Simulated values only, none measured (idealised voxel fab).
process module | voxel transistor to metal
cross-section cut | 170 nm wide | cells 5 nm
A cross-section is a grid of square cells, given in bands from the top down. A band is one or more rows of cells.
Each band's line starts with the height of the band's top and of its bottom, in nm. Then come its materials from left to right, each with its width in nm. One material with "throughout" fills the band from edge to edge. "air" is empty space.
Height 0 is the level under which the wafer as received is all one material. The lowest band goes on downwards, as in "0 down".
A width such as "30 to 40" changes by the same amount from each row of cells to the next, from the band's top row to its bottom row.
"no change" after a step means that no cell of the cross-section changed.
closed voids: empty space of 8 cells or more with no open way to the top, each as width x height at its distance from the left edge, in nm
after a step's settings: what the simulator itself notes on the step
overlay nm, on a step with a mask: how far to the right of its planned place the mask lay; to the left if negative
plan
1 op RECEIVE | material Si
2 op OXIDIZE | depth nm 5
3 op CONFORMAL_DEP | material SiN | thk nm 10
4 op MASKED_ETCH | tone cover | mask id ACTIVE | width nm 125 | etch materials SiN | depth nm 10 | overlay nm 0
5 op MASKED_ETCH | tone cover | mask id ACTIVE | width nm 125 | etch materials SiO2 | depth nm 5 | overlay nm 0
6 op MASKED_ETCH | tone cover | mask id ACTIVE | width nm 125 | etch materials Si | depth nm 25 | overlay nm 0
7 op OXIDIZE | depth nm 5
8 op FILL_DEP | material SiO2 | thk nm 15
9 op CMP | height nm 10
10 op SELECTIVE_ETCH | etch materials SiO2 | depth nm 5
11 op STRIP | etch materials SiN
12 op SELECTIVE_ETCH | etch materials SiO2 | depth nm 5
13 op OXIDIZE | depth nm 5
14 op DIRECTIONAL_DEP | material polySi | thk nm 30
15 op DIRECTIONAL_DEP | material SiCN | thk nm 10
16 op MASKED_ETCH | tone cover | mask id GATE | width nm 25 | etch materials SiCN | depth nm 20 | overlay nm 0
17 op MASKED_ETCH | tone cover | mask id GATE | width nm 25 | etch materials polySi | depth nm 40 | overlay nm 0
18 op CONFORMAL_DEP | material SiO2 | thk nm 5
19 op DIRECTIONAL_ETCH | etch materials SiO2 | depth nm 5
20 op CONFORMAL_DEP | material SiN | thk nm 10
21 op DIRECTIONAL_ETCH | etch materials SiN | depth nm 10
22 op DIRECTIONAL_ETCH | etch materials SiO2 | depth nm 5
23 op DIRECTIONAL_ETCH | etch materials Si | depth nm 10
24 op EPI | material pSi | thk nm 15
25 op FILL_DEP | material SiO2 | thk nm 5
26 op CMP | height nm 35
27 op DIRECTIONAL_DEP | material SiO2 | thk nm 10
28 op PATTERN | tone open | mask id CONTACT | material resist | width nm 35 | pitch nm 70 | thk nm 20 | overlay nm 0
29 op DIRECTIONAL_ETCH | etch materials SiO2 | depth nm 40
30 op STRIP | etch materials resist
31 op CONFORMAL_DEP | material TiN | thk nm 5
32 op FILL_DEP | material W | thk nm 10
33 op CMP | height nm 45
34 op CONFORMAL_DEP | material SiN | thk nm 5
35 op DIRECTIONAL_DEP | material lowk | thk nm 25
36 op DIRECTIONAL_DEP | material aC | thk nm 15
37 op PATTERN | tone open | mask id METAL_1 | material resist | width nm 20 | pitch nm 85 | thk nm 30 | overlay nm 0
38 op DIRECTIONAL_ETCH | etch materials aC | depth nm 15
39 op STRIP | etch materials resist
40 op DIRECTIONAL_ETCH | etch materials lowk | depth nm 25
41 op DIRECTIONAL_ETCH | etch materials SiN | depth nm 5
42 op STRIP | etch materials aC
43 op CONFORMAL_DEP | material TiN | thk nm 5
44 op FILL_DEP | material Ru | thk nm 5
45 op CMP | height nm 75
46 op CONFORMAL_DEP | material SiCN | thk nm 5
47 op DIRECTIONAL_DEP | material lowk | thk nm 25
48 op MASKED_ETCH | tone open | mask id METAL_2 | width nm 20 | pitch nm 85 | etch materials lowk | depth nm 15 | overlay nm 0
49 op MASKED_ETCH | tone open | mask id METAL_2_HOLES | width nm 15 | pitch nm 85 | etch materials lowk | depth nm 10 | overlay nm 0
50 op MASKED_ETCH | tone open | mask id METAL_2_HOLES | width nm 15 | pitch nm 85 | etch materials SiCN | depth nm 5 | overlay nm 0
51 op CONFORMAL_DEP | material TiN | thk nm 5
52 op FILL_DEP | material Cu | thk nm 10
53 op CMP | height nm 105
54 op CONFORMAL_DEP | material SiCN | thk nm 5
first wafer, as planned
as received, after step 1
  0 down: Si throughout
  closed voids: none
after step 2
  0 to -5: SiO2 throughout
  below -5: unchanged
after step 3
  10 to 0: SiN throughout
  below 0: unchanged
after step 4
  10 to 0: air 20 | SiN 125 | air 25
  below 0: unchanged
after step 5
  10 to 0: air 20 | SiN 125 | air 25
  0 to -5: air 20 | SiO2 125 | air 25
  below -5: unchanged
after step 6
  10 to 0: air 20 | SiN 125 | air 25
  0 to -5: air 20 | SiO2 125 | air 25
  -5 to -30: air 20 | Si 125 | air 25
  below -30: unchanged
after step 7
  10 to 0: air 20 | SiN 125 | air 25
  0 to -5: air 20 | SiO2 125 | air 25
  -5 to -30: air 20 | SiO2 5 | Si 115 | SiO2 5 | air 25
  -30 to -35: SiO2 25 | Si 115 | SiO2 30
  below -35: unchanged
after step 8
  25 to 10: SiO2 throughout
  10 to 0: SiO2 20 | SiN 125 | SiO2 25
  0 to -5: SiO2 throughout
  -5 to -35: SiO2 25 | Si 115 | SiO2 30
  below -35: unchanged
after step 9
  10 to 0: SiO2 20 | SiN 125 | SiO2 25
  below 0: unchanged
after step 10
  10 to 5: air 20 | SiN 125 | air 25
  below 5: unchanged
after step 11
  5 to 0: SiO2 20 | air 125 | SiO2 25
  below 0: unchanged
after step 12
  0 to -5: SiO2 15 | air 135 | SiO2 20
  below -5: unchanged
after step 13
  0 to -5: SiO2 15 | air 135 | SiO2 20
  -5 to -10: SiO2 throughout
  below -10: unchanged
after step 14
  30 to 25: polySi 15 | air 135 | polySi 20
  25 to 0: polySi throughout
  0 to -5: SiO2 15 | polySi 135 | SiO2 20
  below -5: unchanged
after step 15
  40 to 35: SiCN 15 | air 135 | SiCN 20
  35 to 30: SiCN throughout
  30 to 25: polySi 15 | SiCN 135 | polySi 20
  below 25: unchanged
after step 16
  35 to 30: air 70 | SiCN 25 | air 75
  30 to 25: polySi 15 | air 55 | SiCN 25 | air 55 | polySi 20
  below 25: unchanged
after step 17
  35 to 25: air 70 | SiCN 25 | air 75
  25 to 0: air 70 | polySi 25 | air 75
  0 to -5: SiO2 15 | air 55 | polySi 25 | air 55 | SiO2 20
  below -5: unchanged
after step 18
  40 to 35: air 65 | SiO2 35 | air 70
  35 to 25: air 65 | SiO2 5 | SiCN 25 | SiO2 5 | air 70
  25 to 5: air 65 | SiO2 5 | polySi 25 | SiO2 5 | air 70
  5 to 0: SiO2 20 | air 45 | SiO2 5 | polySi 25 | SiO2 5 | air 45 | SiO2 25
  0 to -5: SiO2 70 | polySi 25 | SiO2 75
  below -5: unchanged
after step 19
  35 to 25: air 65 | SiO2 5 | SiCN 25 | SiO2 5 | air 70
  25 to 0: air 65 | SiO2 5 | polySi 25 | SiO2 5 | air 70
  0 to -5: SiO2 20 | air 45 | SiO2 5 | polySi 25 | SiO2 5 | air 45 | SiO2 25
  below -5: unchanged
after step 20
  45 to 35: air 55 | SiN 55 | air 60
  35 to 25: air 55 | SiN 10 | SiO2 5 | SiCN 25 | SiO2 5 | SiN 10 | air 60
  25 to 10: air 55 | SiN 10 | SiO2 5 | polySi 25 | SiO2 5 | SiN 10 | air 60
  10 to 5: SiN 30 | air 25 | SiN 10 | SiO2 5 | polySi 25 | SiO2 5 | SiN 10 | air 25 | SiN 35
  5 to 0: SiN 65 | SiO2 5 | polySi 25 | SiO2 5 | SiN 70
  0 to -5: SiO2 20 | SiN 45 | SiO2 5 | polySi 25 | SiO2 5 | SiN 45 | SiO2 25
  below -5: unchanged
after step 21
  35 to 25: air 55 | SiN 10 | SiO2 5 | SiCN 25 | SiO2 5 | SiN 10 | air 60
  25 to 0: air 55 | SiN 10 | SiO2 5 | polySi 25 | SiO2 5 | SiN 10 | air 60
  0 to -5: SiO2 20 | SiN 10 | air 25 | SiN 10 | SiO2 5 | polySi 25 | SiO2 5 | SiN 10 | air 25 | SiN 10 | SiO2 25
  below -5: unchanged
after step 22
  35 to 30: air 55 | SiN 10 | air 5 | SiCN 25 | air 5 | SiN 10 | air 60
  30 to 25: air 55 | SiN 10 | SiO2 5 | SiCN 25 | SiO2 5 | SiN 10 | air 60
  25 to 0: air 55 | SiN 10 | SiO2 5 | polySi 25 | SiO2 5 | SiN 10 | air 60
  0 to -5: air 20 | SiN 10 | air 25 | SiN 10 | SiO2 5 | polySi 25 | SiO2 5 | SiN 10 | air 25 | SiN 10 | air 25
  -5 to -10: SiO2 30 | air 25 | SiO2 55 | air 25 | SiO2 35
  below -10: unchanged
after step 23
  35 to 30: air 55 | SiN 10 | air 5 | SiCN 25 | air 5 | SiN 10 | air 60
  30 to 25: air 55 | SiN 10 | SiO2 5 | SiCN 25 | SiO2 5 | SiN 10 | air 60
  25 to 0: air 55 | SiN 10 | SiO2 5 | polySi 25 | SiO2 5 | SiN 10 | air 60
  0 to -5: air 20 | SiN 10 | air 25 | SiN 10 | SiO2 5 | polySi 25 | SiO2 5 | SiN 10 | air 25 | SiN 10 | air 25
  -5 to -10: SiO2 30 | air 25 | SiO2 55 | air 25 | SiO2 35
  -10 to -20: SiO2 25 | Si 5 | air 25 | Si 55 | air 25 | Si 5 | SiO2 30
  below -20: unchanged
after step 24
  35 to 30: air 55 | SiN 10 | air 5 | SiCN 25 | air 5 | SiN 10 | air 60
  30 to 25: air 55 | SiN 10 | SiO2 5 | SiCN 25 | SiO2 5 | SiN 10 | air 60
  25 to 5: air 55 | SiN 10 | SiO2 5 | polySi 25 | SiO2 5 | SiN 10 | air 60
  5 to 0: air 25 | pSi 30 | SiN 10 | SiO2 5 | polySi 25 | SiO2 5 | SiN 10 | pSi 30 | air 30
  0 to -5: air 20 | SiN 10 | pSi 25 | SiN 10 | SiO2 5 | polySi 25 | SiO2 5 | SiN 10 | pSi 25 | SiN 10 | air 25
  -5 to -10: SiO2 30 | pSi 25 | SiO2 55 | pSi 25 | SiO2 35
  -10 to -20: SiO2 25 | Si 5 | pSi 25 | Si 55 | pSi 25 | Si 5 | SiO2 30
  below -20: unchanged
after step 25
  40 to 35: SiO2 throughout
  35 to 25: SiO2 55 | SiN 10 | SiO2 5 | SiCN 25 | SiO2 5 | SiN 10 | SiO2 60
  25 to 5: SiO2 55 | SiN 10 | SiO2 5 | polySi 25 | SiO2 5 | SiN 10 | SiO2 60
  5 to 0: SiO2 25 | pSi 30 | SiN 10 | SiO2 5 | polySi 25 | SiO2 5 | SiN 10 | pSi 30 | SiO2 30
  0 to -5: SiO2 20 | SiN 10 | pSi 25 | SiN 10 | SiO2 5 | polySi 25 | SiO2 5 | SiN 10 | pSi 25 | SiN 10 | SiO2 25
  below -5: unchanged
after step 26
  35 to 25: SiO2 55 | SiN 10 | SiO2 5 | SiCN 25 | SiO2 5 | SiN 10 | SiO2 60
  below 25: unchanged
after step 27
  45 to 35: SiO2 throughout
  below 35: unchanged
after step 28
  65 to 45: resist 30 | air 35 | resist 35 | air 35 | resist 35
  below 45: unchanged
after step 29
  65 to 45: resist 30 | air 35 | resist 35 | air 35 | resist 35
  45 to 35: SiO2 30 | air 35 | SiO2 35 | air 35 | SiO2 35
  35 to 25: SiO2 30 | air 25 | SiN 10 | SiO2 5 | SiCN 25 | SiO2 5 | SiN 10 | air 25 | SiO2 35
  25 to 5: SiO2 30 | air 25 | SiN 10 | SiO2 5 | polySi 25 | SiO2 5 | SiN 10 | air 25 | SiO2 35
  below 5: unchanged
after step 30
  45 to 35: SiO2 30 | air 35 | SiO2 35 | air 35 | SiO2 35
  below 35: unchanged
after step 31
  50 to 45: TiN 35 | air 25 | TiN 45 | air 25 | TiN 40
  45 to 35: SiO2 30 | TiN 5 | air 25 to 15 | TiN 5 to 15 | SiO2 35 | TiN 5 to 15 | air 25 to 15 | TiN 5 | SiO2 35
  35 to 25: SiO2 30 | TiN 5 | air 15 | TiN 5 | SiN 10 | SiO2 5 | SiCN 25 | SiO2 5 | SiN 10 | TiN 5 | air 15 | TiN 5 | SiO2 35
  25 to 10: SiO2 30 | TiN 5 | air 15 | TiN 5 | SiN 10 | SiO2 5 | polySi 25 | SiO2 5 | SiN 10 | TiN 5 | air 15 | TiN 5 | SiO2 35
  10 to 5: SiO2 30 | TiN 25 | SiN 10 | SiO2 5 | polySi 25 | SiO2 5 | SiN 10 | TiN 25 | SiO2 35
  below 5: unchanged
after step 32
  60 to 50: W throughout
  50 to 45: TiN 35 | W 25 | TiN 45 | W 25 | TiN 40
  45 to 35: SiO2 30 | TiN 5 | W 25 to 15 | TiN 5 to 15 | SiO2 35 | TiN 5 to 15 | W 25 to 15 | TiN 5 | SiO2 35
  35 to 25: SiO2 30 | TiN 5 | W 15 | TiN 5 | SiN 10 | SiO2 5 | SiCN 25 | SiO2 5 | SiN 10 | TiN 5 | W 15 | TiN 5 | SiO2 35
  25 to 10: SiO2 30 | TiN 5 | W 15 | TiN 5 | SiN 10 | SiO2 5 | polySi 25 | SiO2 5 | SiN 10 | TiN 5 | W 15 | TiN 5 | SiO2 35
  below 10: unchanged
after step 33
  45 to 35: SiO2 30 | TiN 5 | W 25 to 15 | TiN 5 to 15 | SiO2 35 | TiN 5 to 15 | W 25 to 15 | TiN 5 | SiO2 35
  below 35: unchanged
after step 34
  50 to 45: SiN throughout
  below 45: unchanged
after step 35
  75 to 50: lowk throughout
  below 50: unchanged
after step 36
  90 to 75: aC throughout
  below 75: unchanged
after step 37
  120 to 90: resist 30 | air 20 | resist 65 | air 20 | resist 35
  below 90: unchanged
after step 38
  105 to 90: resist 30 | air 20 | resist 65 | air 20 | resist 35
  90 to 75: aC 30 | air 20 | aC 65 | air 20 | aC 35
  below 75: unchanged
after step 39
  90 to 75: aC 30 | air 20 | aC 65 | air 20 | aC 35
  below 75: unchanged
after step 40
  90 to 75: aC 30 | air 20 | aC 65 | air 20 | aC 35
  75 to 50: lowk 30 | air 20 | lowk 65 | air 20 | lowk 35
  below 50: unchanged
after step 41
  90 to 75: aC 30 | air 20 | aC 65 | air 20 | aC 35
  75 to 50: lowk 30 | air 20 | lowk 65 | air 20 | lowk 35
  50 to 45: SiN 30 | air 20 | SiN 65 | air 20 | SiN 35
  below 45: unchanged
after step 42
  75 to 50: lowk 30 | air 20 | lowk 65 | air 20 | lowk 35
  below 50: unchanged
after step 43
  80 to 75: TiN 35 | air 10 | TiN 75 | air 10 | TiN 40
  75 to 50: lowk 30 | TiN 5 | air 10 | TiN 5 | lowk 65 | TiN 5 | air 10 | TiN 5 | lowk 35
  50 to 45: SiN 30 | TiN 20 | SiN 65 | TiN 20 | SiN 35
  below 45: unchanged
after step 44
  85 to 80: Ru throughout
  80 to 75: TiN 35 | Ru 10 | TiN 75 | Ru 10 | TiN 40
  75 to 50: lowk 30 | TiN 5 | Ru 10 | TiN 5 | lowk 65 | TiN 5 | Ru 10 | TiN 5 | lowk 35
  below 50: unchanged
after step 45
  75 to 50: lowk 30 | TiN 5 | Ru 10 | TiN 5 | lowk 65 | TiN 5 | Ru 10 | TiN 5 | lowk 35
  below 50: unchanged
after step 46
  80 to 75: SiCN throughout
  below 75: unchanged
after step 47
  105 to 80: lowk throughout
  below 80: unchanged
after step 48
  105 to 90: lowk 30 | air 20 | lowk 65 | air 20 | lowk 35
  below 90: unchanged
after step 49
  105 to 90: lowk 30 | air 20 | lowk 65 | air 20 | lowk 35
  90 to 80: lowk 30 | air 15 | lowk 70 | air 15 | lowk 40
  below 80: unchanged
after step 50
  105 to 90: lowk 30 | air 20 | lowk 65 | air 20 | lowk 35
  90 to 80: lowk 30 | air 15 | lowk 70 | air 15 | lowk 40
  80 to 75: SiCN 30 | air 15 | SiCN 70 | air 15 | SiCN 40
  below 75: unchanged
after step 51
  110 to 105: TiN 35 | air 10 | TiN 75 | air 10 | TiN 40
  105 to 95: lowk 30 | TiN 5 | air 10 | TiN 5 | lowk 65 | TiN 5 | air 10 | TiN 5 | lowk 35
  95 to 90: lowk 30 | TiN 5 | air 5 | TiN 10 | lowk 65 | TiN 5 | air 5 | TiN 10 | lowk 35
  90 to 80: lowk 30 | TiN 5 | air 5 | TiN 5 | lowk 70 | TiN 5 | air 5 | TiN 5 | lowk 40
  80 to 75: SiCN 30 | TiN 15 | SiCN 70 | TiN 15 | SiCN 40
  below 75: unchanged
after step 52
  120 to 110: Cu throughout
  110 to 105: TiN 35 | Cu 10 | TiN 75 | Cu 10 | TiN 40
  105 to 95: lowk 30 | TiN 5 | Cu 10 | TiN 5 | lowk 65 | TiN 5 | Cu 10 | TiN 5 | lowk 35
  95 to 90: lowk 30 | TiN 5 | Cu 5 | TiN 10 | lowk 65 | TiN 5 | Cu 5 | TiN 10 | lowk 35
  90 to 80: lowk 30 | TiN 5 | Cu 5 | TiN 5 | lowk 70 | TiN 5 | Cu 5 | TiN 5 | lowk 40
  below 80: unchanged
after step 53
  105 to 95: lowk 30 | TiN 5 | Cu 10 | TiN 5 | lowk 65 | TiN 5 | Cu 10 | TiN 5 | lowk 35
  below 95: unchanged
after step 54
  110 to 105: SiCN throughout
  below 105: unchanged
second wafer: like start, like plan, one mistake. Through step 48 it matches the first wafer
when step 49 should have ended
  95 to 90: lowk 30 | air 20 | lowk 65 | air 20 | lowk 35
  90 to 80: lowk 45 | air 5 | lowk 80 | air 5 | lowk 35
  below 80: unchanged
when step 50 should have ended: no change
when step 51 should have ended
  100 to 95: TiN 35 | air 10 | TiN 75 | air 10 | TiN 40
  95 to 90: lowk 30 | TiN 20 | lowk 65 | TiN 20 | lowk 35
  90 to 80: lowk 45 | TiN 5 | lowk 80 | TiN 5 | lowk 35
  below 80: unchanged
when step 52 should have ended
  110 to 100: Cu throughout
  100 to 95: TiN 35 | Cu 10 | TiN 75 | Cu 10 | TiN 40
  below 95: unchanged
when step 53 should have ended
  105 to 100: Cu throughout
  below 100: unchanged
when step 54 should have ended
  110 to 105: SiCN throughout
  below 105: unchanged
what went wrong: step 49 ran as: op MASKED_ETCH | tone cover | mask id METAL_2_HOLES | width nm 15 | pitch nm 85 | etch materials lowk | depth nm 10 | overlay nm 0
at the end the second wafer has, in cells: 24 more of Cu | 6 more of SiCN | 14 more of TiN | 44 fewer of lowk
